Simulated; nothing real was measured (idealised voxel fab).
process module | voxel transistor to metal
cross-section cut | 160 nm wide | cells 5 nm
A cross-section is a grid of square cells, given in bands from the top down. A band is one or more rows of cells.
Each band's line starts with the height of the band's top and of its bottom, in nm. Then come its materials from left to right, each with its width in nm. One material with "throughout" fills the band from edge to edge. "air" is empty space.
Height 0 is the level under which the wafer as received is all one material. The lowest band goes on downwards, as in "0 down".
A width such as "30 to 40" changes by the same amount from each row of cells to the next, from the band's top row to its bottom row.
"no change" after a step means that no cell of the cross-section changed.
closed voids: empty space of 8 cells or more with no open way to the top, each as width x height at its distance from the left edge, in nm
after a step's settings: what the simulator itself notes on the step
overlay nm, on a step with a mask: how far to the right of its planned place the mask lay; to the left if negative
plan
1 op RECEIVE | material Si
2 op CONFORMAL_DEP | material SiO2 | thk nm 5
3 op CONFORMAL_DEP | material SiN | thk nm 15
4 op DIRECTIONAL_DEP | material aC | thk nm 10
5 op PATTERN | tone cover | mask id ACTIVE | material resist | width nm 90 | thk nm 30 | overlay nm 0
6 op DIRECTIONAL_ETCH | etch materials aC | depth nm 10
7 op STRIP | etch materials resist
8 op DIRECTIONAL_ETCH | etch materials SiN | depth nm 15
9 op DIRECTIONAL_ETCH | etch materials SiO2 | depth nm 5
10 op DIRECTIONAL_ETCH | etch materials Si | depth nm 35
11 op STRIP | etch materials aC
12 op FILL_DEP | material SiO2 | thk nm 5
13 op CMP | height nm 20
14 op SELECTIVE_ETCH | etch materials SiO2 | depth nm 10
15 op STRIP | etch materials SiN
16 op SELECTIVE_ETCH | etch materials SiO2 | depth nm 5
17 op OXIDIZE | depth nm 5
18 op DIRECTIONAL_DEP | material polySi | thk nm 20
19 op DIRECTIONAL_DEP | material SiCN | thk nm 10
20 op PATTERN | tone cover | mask id GATE | material resist | width nm 20 | thk nm 20 | overlay nm 0
21 op DIRECTIONAL_ETCH | etch materials SiCN | depth nm 20
22 op DIRECTIONAL_ETCH | etch materials polySi | depth nm 30
23 op STRIP | etch materials resist
24 op CONFORMAL_DEP | material SiN | thk nm 5
25 op DIRECTIONAL_ETCH | etch materials SiN | depth nm 5
26 op DIRECTIONAL_ETCH | etch materials SiO2 | depth nm 5
27 op DIRECTIONAL_ETCH | etch materials Si | depth nm 10
28 op EPI | material SiGe | thk nm 10
29 op FILL_DEP | material SiO2 | thk nm 10
30 op CMP | height nm 30
31 op DIRECTIONAL_DEP | material SiO2 | thk nm 15
32 op MASKED_ETCH | tone open | mask id CONTACT | width nm 15 | pitch nm 65 | etch materials SiO2 | depth nm 50 | overlay nm 0
33 op CONFORMAL_DEP | material TiN | thk nm 5
34 op FILL_DEP | material W | thk nm 5
35 op CMP | height nm 45
36 op DIRECTIONAL_DEP | material TiN | thk nm 5
37 op DIRECTIONAL_DEP | material Ru | thk nm 15
38 op MASKED_ETCH | tone cover | mask id METAL_1 | width nm 15 | pitch nm 65 | etch materials Ru | depth nm 15 | overlay nm 0
39 op MASKED_ETCH | tone cover | mask id METAL_1 | width nm 15 | pitch nm 65 | etch materials TiN | depth nm 5 | overlay nm 0
40 op FILL_DEP | material lowk | thk nm 5
41 op CMP | height nm 65
42 op CONFORMAL_DEP | material SiCN | thk nm 5
43 op DIRECTIONAL_DEP | material lowk | thk nm 25
44 op MASKED_ETCH | tone open | mask id METAL_2 | width nm 15 | pitch nm 65 | etch materials lowk | depth nm 15 | overlay nm 0
45 op PATTERN | tone open | mask id METAL_2_HOLES | material resist | width nm 15 | pitch nm 65 | thk nm 20 | overlay nm 0
46 op DIRECTIONAL_ETCH | etch materials lowk | depth nm 10
47 op DIRECTIONAL_ETCH | etch materials SiCN | depth nm 5
48 op STRIP | etch materials resist
49 op CONFORMAL_DEP | material TiN | thk nm 5
50 op FILL_DEP | material Cu | thk nm 10
51 op CMP | height nm 95
52 op CONFORMAL_DEP | material SiCN | thk nm 5
as received, after step 1
  0 down: Si throughout
  closed voids: none
a wafer at the end: this start, this plan, one mistake
  100 to 95: SiCN throughout
  95 to 90: Cu throughout
  90 to 85: Cu 35 | TiN 25 | Cu 40 | TiN 25 | Cu 35
  85 to 80: TiN 40 | lowk 15 | TiN 50 | lowk 15 | TiN 40
  80 to 70: lowk throughout
  70 to 65: SiCN throughout
  65 to 50: lowk 40 | Ru 15 | lowk 50 | Ru 15 | lowk 40
  50 to 45: lowk 40 | TiN 15 | lowk 50 | TiN 15 | lowk 40
  45 to 30: SiO2 40 | TiN 5 | W 5 | TiN 5 | SiO2 50 | TiN 5 | W 5 | TiN 5 | SiO2 40
  30 to 20: SiO2 40 | TiN 5 | W 5 | TiN 5 | SiO2 10 | SiN 5 | SiCN 20 | SiN 5 | SiO2 10 | TiN 5 | W 5 | TiN 5 | SiO2 40
  20 to 5: SiO2 40 | TiN 5 | W 5 | TiN 5 | SiO2 10 | SiN 5 | polySi 20 | SiN 5 | SiO2 10 | TiN 5 | W 5 | TiN 5 | SiO2 40
  5 to 0: SiO2 30 | SiN 5 | SiO2 5 | TiN 5 | W 5 | TiN 5 | SiGe 10 | SiN 5 | polySi 20 | SiN 5 | SiGe 10 | TiN 5 | W 5 | TiN 5 | SiO2 5 | SiN 5 | SiO2 30
  0 to -5: SiO2 40 | TiN 15 | SiGe 10 | SiO2 30 | SiGe 10 | TiN 15 | SiO2 40
  -5 to -15: SiO2 35 | SiGe 30 | Si 30 | SiGe 30 | SiO2 35
  -15 to -35: SiO2 35 | Si 90 | SiO2 35
  -35 down: Si throughout
  closed voids: none
what went wrong: step 44 ran as: op MASKED_ETCH | tone cover | mask id METAL_2 | width nm 15 | pitch nm 65 | etch materials lowk | depth nm 15 | overlay nm 0
